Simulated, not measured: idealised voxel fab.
process module | voxel self aligned contacts
cross-section cut | 275 nm wide | cells 5 nm
A cross-section is a grid of square cells, given in bands from the top down. A band is one or more rows of cells.
Each band's line starts with the height of the band's top and of its bottom, in nm. Then come its materials from left to right, each with its width in nm. One material with "throughout" fills the band from edge to edge. "air" is empty space.
Height 0 is the level under which the wafer as received is all one material. The lowest band goes on downwards, as in "0 down".
A width such as "30 to 40" changes by the same amount from each row of cells to the next, from the band's top row to its bottom row.
"no change" after a step means that no cell of the cross-section changed.
closed voids: empty space of 8 cells or more with no open way to the top, each as width x height at its distance from the left edge, in nm
after a step's settings: what the simulator itself notes on the step
overlay nm, on a step with a mask: how far to the right of its planned place the mask lay; to the left if negative
plan
1 op RECEIVE | material Si
2 op OXIDIZE | depth nm 5
3 op DIRECTIONAL_DEP | material polySi | thk nm 25
4 op DIRECTIONAL_DEP | material SiN | thk nm 25
5 op DIRECTIONAL_DEP | material aC | thk nm 15
6 op PATTERN | tone cover | mask id GATE | material resist | width nm 35 | pitch nm 80 | thk nm 30 | overlay nm 0
7 op DIRECTIONAL_ETCH | etch materials aC | depth nm 15
8 op STRIP | etch materials resist
9 op DIRECTIONAL_ETCH | etch materials SiN | depth nm 25
10 op DIRECTIONAL_ETCH | etch materials polySi | depth nm 25
11 op STRIP | etch materials aC
12 op CONFORMAL_DEP | material SiN | thk nm 10
13 op DIRECTIONAL_ETCH | etch materials SiN | depth nm 10
14 op FILL_DEP | material SiO2 | thk nm 20
15 op CMP | height nm 60
16 op DIRECTIONAL_DEP | material aC | thk nm 10
17 op PATTERN | tone open | mask id CONTACT | material resist | width nm 55 | pitch nm 80 | thk nm 25 | overlay nm 0
18 op DIRECTIONAL_ETCH | etch materials aC | depth nm 10
19 op STRIP | etch materials resist
20 op DIRECTIONAL_ETCH | etch materials SiO2 | depth nm 65
21 op STRIP | etch materials aC
22 op CONFORMAL_DEP | material TiN | thk nm 5
23 op FILL_DEP | material Ru | thk nm 10
24 op CMP | height nm 60
25 op CONFORMAL_DEP | material SiCN | thk nm 5
first wafer, as planned
as received, after step 1
  0 down: Si throughout
  closed voids: none
after step 2
  0 to -5: SiO2 throughout
  below -5: unchanged
after step 3
  25 to 0: polySi throughout
  below 0: unchanged
after step 4
  50 to 25: SiN throughout
  below 25: unchanged
after step 5
  65 to 50: aC throughout
  below 50: unchanged
after step 6
  95 to 65: air 40 | resist 35 | air 45 | resist 35 | air 45 | resist 35 | air 40
  below 65: unchanged
after step 7
  80 to 65: air 40 | resist 35 | air 45 | resist 35 | air 45 | resist 35 | air 40
  65 to 50: air 40 | aC 35 | air 45 | aC 35 | air 45 | aC 35 | air 40
  below 50: unchanged
after step 8
  65 to 50: air 40 | aC 35 | air 45 | aC 35 | air 45 | aC 35 | air 40
  below 50: unchanged
after step 9
  65 to 50: air 40 | aC 35 | air 45 | aC 35 | air 45 | aC 35 | air 40
  50 to 25: air 40 | SiN 35 | air 45 | SiN 35 | air 45 | SiN 35 | air 40
  below 25: unchanged
after step 10
  65 to 50: air 40 | aC 35 | air 45 | aC 35 | air 45 | aC 35 | air 40
  50 to 25: air 40 | SiN 35 | air 45 | SiN 35 | air 45 | SiN 35 | air 40
  25 to 0: air 40 | polySi 35 | air 45 | polySi 35 | air 45 | polySi 35 | air 40
  below 0: unchanged
after step 11
  50 to 25: air 40 | SiN 35 | air 45 | SiN 35 | air 45 | SiN 35 | air 40
  below 25: unchanged
after step 12
  60 to 25: air 30 | SiN 55 | air 25 | SiN 55 | air 25 | SiN 55 | air 30
  25 to 10: air 30 | SiN 10 | polySi 35 | SiN 10 | air 25 | SiN 10 | polySi 35 | SiN 10 | air 25 | SiN 10 | polySi 35 | SiN 10 | air 30
  10 to 0: SiN 40 | polySi 35 | SiN 45 | polySi 35 | SiN 45 | polySi 35 | SiN 40
  below 0: unchanged
after step 13
  50 to 25: air 30 | SiN 55 | air 25 | SiN 55 | air 25 | SiN 55 | air 30
  25 to 0: air 30 | SiN 10 | polySi 35 | SiN 10 | air 25 | SiN 10 | polySi 35 | SiN 10 | air 25 | SiN 10 | polySi 35 | SiN 10 | air 30
  below 0: unchanged
after step 14
  70 to 50: SiO2 throughout
  50 to 25: SiO2 30 | SiN 55 | SiO2 25 | SiN 55 | SiO2 25 | SiN 55 | SiO2 30
  25 to 0: SiO2 30 | SiN 10 | polySi 35 | SiN 10 | SiO2 25 | SiN 10 | polySi 35 | SiN 10 | SiO2 25 | SiN 10 | polySi 35 | SiN 10 | SiO2 30
  below 0: unchanged
after step 15
  60 to 50: SiO2 throughout
  below 50: unchanged
after step 16
  70 to 60: aC throughout
  below 60: unchanged
after step 17
  95 to 70: resist 70 | air 55 | resist 25 | air 55 | resist 70
  below 70: unchanged
after step 18
  85 to 70: resist 70 | air 55 | resist 25 | air 55 | resist 70
  70 to 60: aC 70 | air 55 | aC 25 | air 55 | aC 70
  below 60: unchanged
after step 19
  70 to 60: aC 70 | air 55 | aC 25 | air 55 | aC 70
  below 60: unchanged
after step 20
  70 to 60: aC 70 | air 55 | aC 25 | air 55 | aC 70
  60 to 50: SiO2 70 | air 55 | SiO2 25 | air 55 | SiO2 70
  50 to 25: SiO2 30 | SiN 55 | air 25 | SiN 55 | air 25 | SiN 55 | SiO2 30
  25 to 0: SiO2 30 | SiN 10 | polySi 35 | SiN 10 | air 25 | SiN 10 | polySi 35 | SiN 10 | air 25 | SiN 10 | polySi 35 | SiN 10 | SiO2 30
  0 to -5: SiO2 85 | air 25 | SiO2 55 | air 25 | SiO2 85
  below -5: unchanged
after step 21
  60 to 50: SiO2 70 | air 55 | SiO2 25 | air 55 | SiO2 70
  below 50: unchanged
after step 22
  65 to 60: TiN 75 | air 45 | TiN 35 | air 45 | TiN 75
  60 to 50: SiO2 70 | TiN 5 to 20 | air 45 to 15 | TiN 5 to 20 | SiO2 25 | TiN 5 to 20 | air 45 to 15 | TiN 5 to 20 | SiO2 70
  50 to 25: SiO2 30 | SiN 55 | TiN 5 | air 15 | TiN 5 | SiN 55 | TiN 5 | air 15 | TiN 5 | SiN 55 | SiO2 30
  25 to 0: SiO2 30 | SiN 10 | polySi 35 | SiN 10 | TiN 5 | air 15 | TiN 5 | SiN 10 | polySi 35 | SiN 10 | TiN 5 | air 15 | TiN 5 | SiN 10 | polySi 35 | SiN 10 | SiO2 30
  0 to -5: SiO2 85 | TiN 25 | SiO2 55 | TiN 25 | SiO2 85
  below -5: unchanged
after step 23
  75 to 65: Ru throughout
  65 to 60: TiN 75 | Ru 45 | TiN 35 | Ru 45 | TiN 75
  60 to 50: SiO2 70 | TiN 5 to 20 | Ru 45 to 15 | TiN 5 to 20 | SiO2 25 | TiN 5 to 20 | Ru 45 to 15 | TiN 5 to 20 | SiO2 70
  50 to 25: SiO2 30 | SiN 55 | TiN 5 | Ru 15 | TiN 5 | SiN 55 | TiN 5 | Ru 15 | TiN 5 | SiN 55 | SiO2 30
  25 to 0: SiO2 30 | SiN 10 | polySi 35 | SiN 10 | TiN 5 | Ru 15 | TiN 5 | SiN 10 | polySi 35 | SiN 10 | TiN 5 | Ru 15 | TiN 5 | SiN 10 | polySi 35 | SiN 10 | SiO2 30
  below 0: unchanged
after step 24
  60 to 50: SiO2 70 | TiN 5 to 20 | Ru 45 to 15 | TiN 5 to 20 | SiO2 25 | TiN 5 to 20 | Ru 45 to 15 | TiN 5 to 20 | SiO2 70
  below 50: unchanged
after step 25
  65 to 60: SiCN throughout
  below 60: unchanged
second wafer: like start, like plan, one mistake. Through step 5 it matches the first wafer
when step 6 should have ended
  95 to 65: resist 40 | air 35 | resist 45 | air 35 | resist 45 | air 35 | resist 40
  below 65: unchanged
when step 7 should have ended
  80 to 65: resist 40 | air 35 | resist 45 | air 35 | resist 45 | air 35 | resist 40
  65 to 50: aC 40 | air 35 | aC 45 | air 35 | aC 45 | air 35 | aC 40
  below 50: unchanged
when step 8 should have ended
  65 to 50: aC 40 | air 35 | aC 45 | air 35 | aC 45 | air 35 | aC 40
  below 50: unchanged
when step 9 should have ended
  65 to 50: aC 40 | air 35 | aC 45 | air 35 | aC 45 | air 35 | aC 40
  50 to 25: SiN 40 | air 35 | SiN 45 | air 35 | SiN 45 | air 35 | SiN 40
  below 25: unchanged
when step 10 should have ended
  65 to 50: aC 40 | air 35 | aC 45 | air 35 | aC 45 | air 35 | aC 40
  50 to 25: SiN 40 | air 35 | SiN 45 | air 35 | SiN 45 | air 35 | SiN 40
  25 to 0: polySi 40 | air 35 | polySi 45 | air 35 | polySi 45 | air 35 | polySi 40
  below 0: unchanged
when step 11 should have ended
  50 to 25: SiN 40 | air 35 | SiN 45 | air 35 | SiN 45 | air 35 | SiN 40
  below 25: unchanged
when step 12 should have ended
  60 to 25: SiN 50 | air 15 | SiN 65 | air 15 | SiN 65 | air 15 | SiN 50
  25 to 10: polySi 40 | SiN 10 | air 15 | SiN 10 | polySi 45 | SiN 10 | air 15 | SiN 10 | polySi 45 | SiN 10 | air 15 | SiN 10 | polySi 40
  10 to 0: polySi 40 | SiN 35 | polySi 45 | SiN 35 | polySi 45 | SiN 35 | polySi 40
  below 0: unchanged
when step 13 should have ended
  50 to 25: SiN 50 | air 15 | SiN 65 | air 15 | SiN 65 | air 15 | SiN 50
  25 to 0: polySi 40 | SiN 10 | air 15 | SiN 10 | polySi 45 | SiN 10 | air 15 | SiN 10 | polySi 45 | SiN 10 | air 15 | SiN 10 | polySi 40
  below 0: unchanged
when step 14 should have ended
  70 to 50: SiO2 throughout
  50 to 25: SiN 50 | SiO2 15 | SiN 65 | SiO2 15 | SiN 65 | SiO2 15 | SiN 50
  25 to 0: polySi 40 | SiN 10 | SiO2 15 | SiN 10 | polySi 45 | SiN 10 | SiO2 15 | SiN 10 | polySi 45 | SiN 10 | SiO2 15 | SiN 10 | polySi 40
  below 0: unchanged
when step 15 should have ended
  60 to 50: SiO2 throughout
  below 50: unchanged
when step 16 should have ended
  70 to 60: aC throughout
  below 60: unchanged
when step 17 should have ended
  95 to 70: resist 70 | air 55 | resist 25 | air 55 | resist 70
  below 70: unchanged
when step 18 should have ended
  85 to 70: resist 70 | air 55 | resist 25 | air 55 | resist 70
  70 to 60: aC 70 | air 55 | aC 25 | air 55 | aC 70
  below 60: unchanged
when step 19 should have ended
  70 to 60: aC 70 | air 55 | aC 25 | air 55 | aC 70
  below 60: unchanged
when step 20 should have ended
  70 to 60: aC 70 | air 55 | aC 25 | air 55 | aC 70
  60 to 50: SiO2 70 | air 55 | SiO2 25 | air 55 | SiO2 70
  below 50: unchanged
when step 21 should have ended
  60 to 50: SiO2 70 | air 55 | SiO2 25 | air 55 | SiO2 70
  below 50: unchanged
when step 22 should have ended
  65 to 60: TiN 75 | air 45 | TiN 35 | air 45 | TiN 75
  60 to 55: SiO2 70 | TiN 5 | air 45 | TiN 5 | SiO2 25 | TiN 5 | air 45 | TiN 5 | SiO2 70
  55 to 50: SiO2 70 | TiN 55 | SiO2 25 | TiN 55 | SiO2 70
  below 50: unchanged
when step 23 should have ended
  75 to 65: Ru throughout
  65 to 60: TiN 75 | Ru 45 | TiN 35 | Ru 45 | TiN 75
  60 to 55: SiO2 70 | TiN 5 | Ru 45 | TiN 5 | SiO2 25 | TiN 5 | Ru 45 | TiN 5 | SiO2 70
  below 55: unchanged
when step 24 should have ended
  60 to 55: SiO2 70 | TiN 5 | Ru 45 | TiN 5 | SiO2 25 | TiN 5 | Ru 45 | TiN 5 | SiO2 70
  below 55: unchanged
when step 25 should have ended
  65 to 60: SiCN throughout
  below 60: unchanged
what went wrong: step 6 ran as: op PATTERN | tone open | mask id GATE | material resist | width nm 35 | pitch nm 80 | thk nm 30 | overlay nm 0
at the end the second wafer has, in cells: 66 fewer of Ru | 65 more of SiN | 20 fewer of SiO2 | 44 fewer of TiN | 65 more of polySi
